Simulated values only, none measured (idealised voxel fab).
process module | voxel wiring stack
cross-section cut | 270 nm wide | cells 5 nm
A cross-section is a grid of square cells, given in bands from the top down. A band is one or more rows of cells.
Each band's line starts with the height of the band's top and of its bottom, in nm. Then come its materials from left to right, each with its width in nm. One material with "throughout" fills the band from edge to edge. "air" is empty space.
Height 0 is the level under which the wafer as received is all one material. The lowest band goes on downwards, as in "0 down".
A width such as "30 to 40" changes by the same amount from each row of cells to the next, from the band's top row to its bottom row.
"no change" after a step means that no cell of the cross-section changed.
closed voids: empty space of 8 cells or more with no open way to the top, each as width x height at its distance from the left edge, in nm
after a step's settings: what the simulator itself notes on the step
overlay nm, on a step with a mask: how far to the right of its planned place the mask lay; to the left if negative
plan
1 op RECEIVE | material Si
2 op CONFORMAL_DEP | material SiO2 | thk nm 10
3 op CONFORMAL_DEP | material SiCN | thk nm 5
4 op DIRECTIONAL_DEP | material SiO2 | thk nm 20
5 op MASKED_ETCH | tone open | mask id METAL_1 | width nm 20 | pitch nm 45 | etch materials SiO2 | depth nm 20 | overlay nm 0
6 op MASKED_ETCH | tone open | mask id METAL_1 | width nm 20 | pitch nm 45 | etch materials SiCN | depth nm 5 | overlay nm 0
7 op CONFORMAL_DEP | material TiN | thk nm 5
8 op FILL_DEP | material Cu | thk nm 10
9 op CMP | height nm 35
10 op CONFORMAL_DEP | material SiCN | thk nm 5
11 op DIRECTIONAL_DEP | material SiO2 | thk nm 30
12 op PATTERN | tone open | mask id METAL_2_HOLES | material resist | width nm 15 | pitch nm 90 | thk nm 15 | overlay nm 0
13 op DIRECTIONAL_ETCH | etch materials SiO2 | depth nm 30
14 op STRIP | etch materials resist
15 op DIRECTIONAL_DEP | material aC | thk nm 10
16 op PATTERN | tone open | mask id METAL_2 | material resist | width nm 20 | pitch nm 45 | thk nm 25 | overlay nm 0
17 op DIRECTIONAL_ETCH | etch materials aC | depth nm 10
18 op STRIP | etch materials resist
19 op DIRECTIONAL_ETCH | etch materials SiO2 | depth nm 20
20 op DIRECTIONAL_ETCH | etch materials SiCN | depth nm 5
21 op STRIP | etch materials aC
22 op CONFORMAL_DEP | material TiN | thk nm 5
23 op FILL_DEP | material Cu | thk nm 5
24 op CMP | height nm 70
25 op CONFORMAL_DEP | material SiCN | thk nm 5
26 op DIRECTIONAL_DEP | material SiO2 | thk nm 35
27 op PATTERN | tone open | mask id METAL_3_HOLES | material resist | width nm 15 | pitch nm 45 | thk nm 15 | overlay nm 0
28 op DIRECTIONAL_ETCH | etch materials SiO2 | depth nm 35
29 op STRIP | etch materials resist
30 op PATTERN | tone open | mask id METAL_3 | material resist | width nm 20 | pitch nm 45 | thk nm 15 | overlay nm -15
31 op DIRECTIONAL_ETCH | etch materials SiO2 | depth nm 20
32 op DIRECTIONAL_ETCH | etch materials SiCN | depth nm 5
33 op STRIP | etch materials resist
34 op CONFORMAL_DEP | material TiN | thk nm 5
35 op FILL_DEP | material Cu | thk nm 5
36 op CMP | height nm 110
37 op CONFORMAL_DEP | material SiCN | thk nm 5
38 op DIRECTIONAL_DEP | material SiO2 | thk nm 20
39 op DIRECTIONAL_DEP | material aC | thk nm 15
40 op PATTERN | tone open | mask id PLUG_3 | material resist | width nm 15 | pitch nm 90 | thk nm 35 | overlay nm 0
41 op DIRECTIONAL_ETCH | etch materials aC | depth nm 15
42 op STRIP | etch materials resist
43 op DIRECTIONAL_ETCH | etch materials SiO2 | depth nm 20
44 op DIRECTIONAL_ETCH | etch materials SiCN | depth nm 5
45 op STRIP | etch materials aC
46 op CONFORMAL_DEP | material TiN | thk nm 5
47 op FILL_DEP | material Cu | thk nm 5
48 op CMP | height nm 135
49 op DIRECTIONAL_DEP | material TiN | thk nm 5
50 op DIRECTIONAL_DEP | material Ru | thk nm 25
51 op PATTERN | tone cover | mask id METAL_4 | material resist | width nm 20 | pitch nm 45 | thk nm 20 | overlay nm 0
52 op DIRECTIONAL_ETCH | etch materials Ru | depth nm 25
53 op DIRECTIONAL_ETCH | etch materials TiN | depth nm 5
54 op STRIP | etch materials resist
55 op FILL_DEP | material SiO2 | thk nm 5
56 op CMP | height nm 165
57 op CONFORMAL_DEP | material SiCN | thk nm 5
varied across the wafers: overlay nm of step 30. The plan shows the first wafer's value. All wafers start alike
first wafer as received, after step 1
  0 down: Si throughout
  closed voids: none
first wafer at the end, after step 57
  170 to 165: SiCN throughout
  165 to 140: SiO2 55 | Ru 20 | SiO2 25 | Ru 20 | SiO2 25 | Ru 20 | SiO2 25 | Ru 20 | SiO2 60
  140 to 135: SiO2 55 | TiN 20 | SiO2 25 | TiN 20 | SiO2 25 | TiN 20 | SiO2 25 | TiN 20 | SiO2 60
  135 to 115: SiO2 55 | TiN 5 | Cu 5 | TiN 5 | SiO2 75 | TiN 5 | Cu 5 | TiN 5 | SiO2 110
  115 to 110: SiCN 55 | TiN 15 | SiCN 75 | TiN 15 | SiCN 110
  110 to 95: SiO2 40 | TiN 5 | Cu 20 | TiN 5 | SiO2 15 | TiN 5 | Cu 20 | TiN 5 | SiO2 15 | TiN 5 | Cu 20 | TiN 5 | SiO2 15 | TiN 5 | Cu 20 | TiN 5 | SiO2 65
  95 to 90: SiO2 40 | TiN 20 | Cu 5 | TiN 5 | SiO2 15 | TiN 20 | Cu 5 | TiN 5 | SiO2 15 | TiN 20 | Cu 5 | TiN 5 | SiO2 15 | TiN 20 | Cu 5 | TiN 5 | SiO2 65
  90 to 80: SiO2 55 | TiN 5 | Cu 5 | TiN 5 | SiO2 30 | TiN 5 | Cu 5 | TiN 5 | SiO2 30 | TiN 5 | Cu 5 | TiN 5 | SiO2 30 | TiN 5 | Cu 5 | TiN 5 | SiO2 65
  80 to 75: SiO2 55 | TiN 15 | SiO2 30 | TiN 15 | SiO2 30 | TiN 15 | SiO2 30 | TiN 15 | SiO2 65
  75 to 70: SiCN 55 | TiN 5 | SiCN 40 | TiN 5 | SiCN 40 | TiN 5 | SiCN 40 | TiN 5 | SiCN 75
  70 to 55: SiO2 55 | TiN 5 | Cu 10 | TiN 5 | SiO2 25 | TiN 5 | Cu 10 | TiN 5 | SiO2 25 | TiN 5 | Cu 10 | TiN 5 | SiO2 25 | TiN 5 | Cu 10 | TiN 5 | SiO2 60
  55 to 50: SiO2 55 | TiN 5 | Cu 5 | TiN 10 | SiO2 25 | TiN 20 | SiO2 25 | TiN 5 | Cu 5 | TiN 10 | SiO2 25 | TiN 20 | SiO2 60
  50 to 40: SiO2 55 | TiN 5 | Cu 5 | TiN 5 | SiO2 75 | TiN 5 | Cu 5 | TiN 5 | SiO2 110
  40 to 35: SiCN 55 | TiN 15 | SiCN 75 | TiN 15 | SiCN 110
  35 to 15: SiO2 55 | TiN 5 | Cu 10 | TiN 5 | SiO2 25 | TiN 5 | Cu 10 | TiN 5 | SiO2 25 | TiN 5 | Cu 10 | TiN 5 | SiO2 25 | TiN 5 | Cu 10 | TiN 5 | SiO2 60
  15 to 10: SiCN 55 | TiN 20 | SiCN 25 | TiN 20 | SiCN 25 | TiN 20 | SiCN 25 | TiN 20 | SiCN 60
  10 to 0: SiO2 throughout
  0 down: Si throughout
  closed voids: none
last wafer at the end
  170 to 165: SiCN throughout
  165 to 140: SiO2 55 | Ru 20 | SiO2 25 | Ru 20 | SiO2 25 | Ru 20 | SiO2 25 | Ru 20 | SiO2 60
  140 to 135: SiO2 55 | TiN 20 | SiO2 25 | TiN 20 | SiO2 25 | TiN 20 | SiO2 25 | TiN 20 | SiO2 60
  135 to 115: SiO2 55 | TiN 5 | Cu 5 | TiN 5 | SiO2 75 | TiN 5 | Cu 5 | TiN 5 | SiO2 110
  115 to 110: SiCN 55 | TiN 15 | SiCN 75 | TiN 15 | SiCN 110
  110 to 95: SiO2 55 | TiN 5 | Cu 25 | TiN 5 | SiO2 10 | TiN 5 | Cu 25 | TiN 5 | SiO2 10 | TiN 5 | Cu 25 | TiN 5 | SiO2 10 | TiN 5 | Cu 25 | TiN 5 | SiO2 45
  95 to 90: SiO2 55 | TiN 5 | Cu 5 | TiN 25 | SiO2 10 | TiN 5 | Cu 5 | TiN 25 | SiO2 10 | TiN 5 | Cu 5 | TiN 25 | SiO2 10 | TiN 5 | Cu 5 | TiN 25 | SiO2 45
  90 to 80: SiO2 55 | TiN 5 | Cu 5 | TiN 5 | SiO2 30 | TiN 5 | Cu 5 | TiN 5 | SiO2 30 | TiN 5 | Cu 5 | TiN 5 | SiO2 30 | TiN 5 | Cu 5 | TiN 5 | SiO2 65
  80 to 75: SiO2 55 | TiN 15 | SiO2 30 | TiN 15 | SiO2 30 | TiN 15 | SiO2 30 | TiN 15 | SiO2 65
  75 to 70: SiCN throughout
  70 to 55: SiO2 55 | TiN 5 | Cu 10 | TiN 5 | SiO2 25 | TiN 5 | Cu 10 | TiN 5 | SiO2 25 | TiN 5 | Cu 10 | TiN 5 | SiO2 25 | TiN 5 | Cu 10 | TiN 5 | SiO2 60
  55 to 50: SiO2 55 | TiN 5 | Cu 5 | TiN 10 | SiO2 25 | TiN 20 | SiO2 25 | TiN 5 | Cu 5 | TiN 10 | SiO2 25 | TiN 20 | SiO2 60
  50 to 40: SiO2 55 | TiN 5 | Cu 5 | TiN 5 | SiO2 75 | TiN 5 | Cu 5 | TiN 5 | SiO2 110
  40 to 35: SiCN 55 | TiN 15 | SiCN 75 | TiN 15 | SiCN 110
  35 to 15: SiO2 55 | TiN 5 | Cu 10 | TiN 5 | SiO2 25 | TiN 5 | Cu 10 | TiN 5 | SiO2 25 | TiN 5 | Cu 10 | TiN 5 | SiO2 25 | TiN 5 | Cu 10 | TiN 5 | SiO2 60
  15 to 10: SiCN 55 | TiN 20 | SiCN 25 | TiN 20 | SiCN 25 | TiN 20 | SiCN 25 | TiN 20 | SiCN 60
  10 to 0: SiO2 throughout
  0 down: Si throughout
  closed voids: none
each wafer at the end: cells of each material gained (+) or lost (-) since it was received, then its closed voids
overlay nm -15 | +130 Cu | +80 Ru | +238 SiCN | +1174 SiO2 | +214 TiN | closed voids: none
overlay nm -10 | +118 Cu | +80 Ru | +234 SiCN | +1190 SiO2 | +214 TiN | closed voids: none
overlay nm -5 | +110 Cu | +80 Ru | +230 SiCN | +1206 SiO2 | +210 TiN | closed voids: none
overlay nm 0 | +110 Cu | +80 Ru | +230 SiCN | +1206 SiO2 | +210 TiN | closed voids: none
overlay nm 5 | +118 Cu | +80 Ru | +234 SiCN | +1190 SiO2 | +214 TiN | closed voids: none
overlay nm 10 | +130 Cu | +80 Ru | +238 SiCN | +1174 SiO2 | +214 TiN | closed voids: none
overlay nm 15 | +142 Cu | +80 Ru | +242 SiCN | +1158 SiO2 | +214 TiN | closed voids: none
